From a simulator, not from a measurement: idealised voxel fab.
process module | voxel wiring stack
Cross-section cut: width 285 nm, square cells of 5 nm.
When this document writes out a cross-section, it uses a grid of square cells and lists it as bands, beginning at the top and moving down, with a band standing for one or more rows of cells.
Band: top and bottom heights (nm) first, top before bottom; then materials from left to right, widths in nm. "full width" marks a sole material filling the band edge to edge. "blank" denotes empty space.
Heights are reckoned from 0. Under this level, the received wafer is all of one material. The bottommost band is open-ended downward, for example "0 nm and below".
Width spec "30..40" -> top row of cells at first value, bottom row at second value, equal per-row change in between.
The cross-section has no changed cell in any step marked "nothing changed".
You'll see "Closed internal voids" listing empty spaces that have no way open to the top, as long as they're 8 cells or more; the notation is width x height at distance, where the distance is from the left edge, and all of it is in nm.
Where a step's line continues beyond its settings, the continuation is a remark by the simulator itself on that step.
The line of a step may include "overlay nm". On a step with a mask, this value is how far to the right of its planned place the mask lay. A negative value means the mask lay to the left.

HERE'S WHAT THE PLANNED PROCESS STEPS LOOK LIKE
1,op RECEIVE | material Si
2,op CONFORMAL_DEP | material SiO2 | thk nm 15
3,op DIRECTIONAL_DEP | material TiN | thk nm 5
4,op DIRECTIONAL_DEP | material Ru | thk nm 15
5,op PATTERN | tone cover | mask id METAL_1 | material resist | width nm 30 | pitch nm 45 | thk nm 15 | overlay nm 0
6,op DIRECTIONAL_ETCH | etch materials Ru | depth nm 15
7,op DIRECTIONAL_ETCH | etch materials TiN | depth nm 5
8,op STRIP | etch materials resist
9,op CONFORMAL_DEP | material SiCN | thk nm 5
10,op FILL_DEP | material SiO2 | thk nm 10
11,op CMP | height nm 35
12,op CONFORMAL_DEP | material SiCN | thk nm 5
13,op DIRECTIONAL_DEP | material lowk | thk nm 20
14,op DIRECTIONAL_DEP | material aC | thk nm 10
15,op PATTERN | tone open | mask id PLUG_1 | material resist | width nm 15 | thk nm 25 | overlay nm 0
16,op DIRECTIONAL_ETCH | etch materials aC | depth nm 10
17,op STRIP | etch materials resist
18,op DIRECTIONAL_ETCH | etch materials lowk | depth nm 20
19,op DIRECTIONAL_ETCH | etch materials SiCN | depth nm 5
20,op STRIP | etch materials aC
21,op CONFORMAL_DEP | material TiN | thk nm 5
22,op FILL_DEP | material W | thk nm 10
23,op CMP | height nm 60
24,op CONFORMAL_DEP | material SiCN | thk nm 5
25,op DIRECTIONAL_DEP | material SiO2 | thk nm 15
26,op MASKED_ETCH | tone open | mask id METAL_2 | width nm 30 | pitch nm 45 | etch materials SiO2 | depth nm 15 | overlay nm 0
27,op MASKED_ETCH | tone open | mask id METAL_2 | width nm 30 | pitch nm 45 | etch materials SiCN | depth nm 5 | overlay nm 0
28,op CONFORMAL_DEP | material TiN | thk nm 5
29,op FILL_DEP | material Cu | thk nm 10
30,op CMP | height nm 80
31,op CONFORMAL_DEP | material SiCN | thk nm 5
32,op DIRECTIONAL_DEP | material lowk | thk nm 10
33,op MASKED_ETCH | tone open | mask id PLUG_2 | width nm 15 | etch materials lowk | depth nm 10 | overlay nm 0
34,op MASKED_ETCH | tone open | mask id PLUG_2 | width nm 15 | etch materials SiCN | depth nm 5 | overlay nm 0
35,op EPI | material Ru | thk nm 10
36,op EPI | material Ru | thk nm 5
37,op CONFORMAL_DEP | material SiN | thk nm 5
38,op DIRECTIONAL_DEP | material SiO2 | thk nm 15
39,op DIRECTIONAL_DEP | material aC | thk nm 15
40,op PATTERN | tone open | mask id METAL_3 | material resist | width nm 30 | pitch nm 45 | thk nm 35 | overlay nm 0
41,op DIRECTIONAL_ETCH | etch materials aC | depth nm 15
42,op STRIP | etch materials resist
43,op DIRECTIONAL_ETCH | etch materials SiO2 | depth nm 15
44,op DIRECTIONAL_ETCH | etch materials SiN | depth nm 5
45,op STRIP | etch materials aC
46,op CONFORMAL_DEP | material TiN | thk nm 5
47,op FILL_DEP | material Ru | thk nm 10
48,op CMP | height nm 115
49,op CONFORMAL_DEP | material SiCN | thk nm 5
50,op DIRECTIONAL_DEP | material lowk | thk nm 30
51,op PATTERN | tone open | mask id METAL_4_HOLES | material resist | width nm 15 | thk nm 20 | overlay nm 0
52,op DIRECTIONAL_ETCH | etch materials lowk | depth nm 30
53,op STRIP | etch materials resist
54,op PATTERN | tone open | mask id METAL_4 | material resist | width nm 30 | pitch nm 45 | thk nm 15 | overlay nm 0
55,op DIRECTIONAL_ETCH | etch materials lowk | depth nm 20
56,op DIRECTIONAL_ETCH | etch materials SiCN | depth nm 5
57,op STRIP | etch materials resist
58,op CONFORMAL_DEP | material TiN | thk nm 5
59,op FILL_DEP | material Cu | thk nm 5
60,op CMP | height nm 150
61,op CONFORMAL_DEP | material SiN | thk nm 5

CROSS-SECTION OF THE WAFER UPON ARRIVAL, REPRESENTING THE STATE REACHED AFTER STEP 1
    0 nm and below = Si full width
    Closed internal voids: none

CROSS-SECTIONAL IMAGE OF THE FIRST OF TWO WAFERS AT THE END OF THE MODULE, THE RUN HAVING PROCEEDED AS PLANNED
    155 nm to 150 nm = SiN full width
    150 nm to 135 nm = 105 nm lowk | 5 nm TiN | 20 nm Cu | 5 nm TiN | 15 nm lowk | 5 nm TiN | 20 nm Cu | 5 nm TiN | 105 nm lowk
    135 nm to 130 nm = 105 nm lowk | 5 nm TiN | 5 nm Cu | 20 nm TiN | 15 nm lowk | 30 nm TiN | 105 nm lowk
    130 nm to 120 nm = 105 nm lowk | 5 nm TiN | 5 nm Cu | 5 nm TiN | 165 nm lowk
    120 nm to 115 nm = 105 nm SiCN | 15 nm TiN | 165 nm SiCN
    115 nm to 100 nm = 105 nm SiO2 | 5 nm TiN | 20 nm Ru | 5 nm TiN | 15 nm SiO2 | 5 nm TiN | 20 nm Ru | 5 nm TiN | 105 nm SiO2
    100 nm to 95 nm = 105 nm SiN | 30 nm TiN | 15 nm SiN | 30 nm TiN | 105 nm SiN
    95 nm to 85 nm = 105 nm lowk | 15 nm Ru | 165 nm lowk
    85 nm to 80 nm = 105 nm SiCN | 15 nm Ru | 165 nm SiCN
    80 nm to 65 nm = 105 nm SiO2 | 5 nm TiN | 20 nm Cu | 5 nm TiN | 15 nm SiO2 | 5 nm TiN | 20 nm Cu | 5 nm TiN | 105 nm SiO2
    65 nm to 60 nm = 105 nm SiCN | 30 nm TiN | 15 nm SiCN | 30 nm TiN | 105 nm SiCN
    60 nm to 40 nm = 105 nm lowk | 5 nm TiN | 5 nm W | 5 nm TiN | 165 nm lowk
    40 nm to 35 nm = 105 nm SiCN | 15 nm TiN | 165 nm SiCN
    35 nm to 20 nm = 100 nm SiO2 | 5 nm SiCN | 30 nm Ru | 5 nm SiCN | 5 nm SiO2 | 5 nm SiCN | 30 nm Ru | 5 nm SiCN | 100 nm SiO2
    20 nm to 15 nm = 105 nm SiCN | 30 nm TiN | 15 nm SiCN | 30 nm TiN | 105 nm SiCN
    15 nm to 0 nm = SiO2 full width
    0 nm and below = Si full width
    Closed internal voids: none

WHAT THE SECOND WAFER LOOKS LIKE IN CROSS-SECTION ONCE THE MODULE IS DONE. ITS START AND ITS PLAN MATCHED THE FIRST WAFER'S EXACTLY; WHAT DIFFERED WAS ONE MISTAKE IN HOW IT WAS RUN
    155 nm to 150 nm = SiN full width
    150 nm to 135 nm = 105 nm lowk | 5 nm TiN | 20 nm Cu | 5 nm TiN | 15 nm lowk | 5 nm TiN | 20 nm Cu | 5 nm TiN | 105 nm lowk
    135 nm to 130 nm = 105 nm lowk | 5 nm TiN | 5 nm Cu | 20 nm TiN | 15 nm lowk | 30 nm TiN | 105 nm lowk
    130 nm to 120 nm = 105 nm lowk | 5 nm TiN | 5 nm Cu | 5 nm TiN | 165 nm lowk
    120 nm to 115 nm = 105 nm SiCN | 15 nm TiN | 165 nm SiCN
    115 nm to 110 nm = 105 nm SiN | 30 nm TiN | 15 nm SiN | 30 nm TiN | 105 nm SiN
    110 nm to 95 nm = SiN full width
    95 nm to 85 nm = 105 nm lowk | 15 nm Ru | 165 nm lowk
    85 nm to 80 nm = 105 nm SiCN | 15 nm Ru | 165 nm SiCN
    80 nm to 65 nm = 105 nm SiO2 | 5 nm TiN | 20 nm Cu | 5 nm TiN | 15 nm SiO2 | 5 nm TiN | 20 nm Cu | 5 nm TiN | 105 nm SiO2
    65 nm to 60 nm = 105 nm SiCN | 30 nm TiN | 15 nm SiCN | 30 nm TiN | 105 nm SiCN
    60 nm to 40 nm = 105 nm lowk | 5 nm TiN | 5 nm W | 5 nm TiN | 165 nm lowk
    40 nm to 35 nm = 105 nm SiCN | 15 nm TiN | 165 nm SiCN
    35 nm to 20 nm = 100 nm SiO2 | 5 nm SiCN | 30 nm Ru | 5 nm SiCN | 5 nm SiO2 | 5 nm SiCN | 30 nm Ru | 5 nm SiCN | 100 nm SiO2
    20 nm to 15 nm = 105 nm SiCN | 30 nm TiN | 15 nm SiCN | 30 nm TiN | 105 nm SiCN
    15 nm to 0 nm = SiO2 full width
    0 nm and below = Si full width
    Closed internal voids: none
The plan and the run diverged here: step 38 ran differently from the plan; actual operation with settings: op DIRECTIONAL_DEP | material SiN | thk nm 15
Cell-count delta at end, second wafer over first, by material: 24 fewer of Ru; 171 more of SiN; 135 fewer of SiO2; 12 fewer of TiN
